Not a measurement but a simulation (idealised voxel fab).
Presented below is a process module, voxel released beams.
cross-section cut | 205 nm wide | cells 5 nm
This document writes a cross-section as a grid whose cells are square, and gives it as bands, listed from the top down; one or more rows of cells form a band. Heights first: top, then bottom, in nm. Then materials, left to right, each with a width in nm. "edge to edge" on a single material: fills the band edge to edge. "blank": empty space. Where do heights start? At 0: under that level the wafer as delivered is made of one material only. And the lowest band has no floor; it just carries on downward, as in "0 -> down". Width: "30 to 40" (first number = top row, second number = bottom row, same change from row to row of cells). Where the words "remains unaltered" appear for a step, the cross-section shows no cell changed by that step; every cell remained as before. "Closed void listing" enumerates empty spaces isolated from the top, with no open way to it, that contain at least 8 cells, giving each as width x height at distance from the left edge, all three in nm. Where a step's line continues beyond its settings, the continuation is a remark by the simulator itself on that step. The "overlay nm" setting may appear on a step's line; for a step that uses a mask, it gives how far to the right of its planned position the mask lay, and a negative value indicates the left.

## The steps planned for the process are as follows
1. RECEIVE (material Si)
2. CONFORMAL_DEP (material SiN; thk nm 5)
3. DIRECTIONAL_DEP (material SiO2; thk nm 20)
4. MASKED_ETCH (tone open; mask id ANCHOR; width nm 25; etch materials SiO2; depth nm 20; overlay nm 0)
5. CONFORMAL_DEP (material polySi; thk nm 10)
6. PATTERN (tone cover; mask id BEAM; material resist; width nm 70; thk nm 20; overlay nm 0)
7. DIRECTIONAL_ETCH (etch materials polySi; depth nm 10)
8. STRIP (etch materials resist)
9. STRIP (etch materials SiO2)
Be aware that, although all wafers share a common starting state, the width nm at step 6 differs among them, and the plan displays the first wafer's value.

## The as-received cross-section of the first of several wafers corresponds to the state after step 1
	0 -> down | Si edge to edge
	Closed void listing: none

## First of several wafers: cross-section at the end of the module, after step 9, its last step
	35 -> 25 | blank 65 | polySi 10 | blank 5 | polySi 55 | blank 70
	25 -> 15 | blank 65 | polySi 10 | blank 5 | polySi 10 | blank 115
	15 -> 5 | blank 65 | polySi 25 | blank 115
	5 -> 0 | SiN edge to edge
	0 -> down | Si edge to edge
	Closed void listing: none

## Last wafer x-sec, end of module
	35 -> 25 | blank 55 | polySi 20 | blank 5 | polySi 70 | blank 55
	25 -> 15 | blank 65 | polySi 10 | blank 5 | polySi 10 | blank 115
	15 -> 5 | blank 65 | polySi 25 | blank 115
	5 -> 0 | SiN edge to edge
	0 -> down | Si edge to edge
	Closed void listing: none

## Per wafer, end of module: cells gained (+) or lost (-) per material since receipt, then closed voids
width nm 70; +41 SiN; +44 polySi; Closed void listing: none
width nm 75; +41 SiN; +46 polySi; Closed void listing: none
width nm 80; +41 SiN; +48 polySi; Closed void listing: none
width nm 85; +41 SiN; +50 polySi; Closed void listing: none
width nm 90; +41 SiN; +52 polySi; Closed void listing: none
width nm 95; +41 SiN; +54 polySi; Closed void listing: none
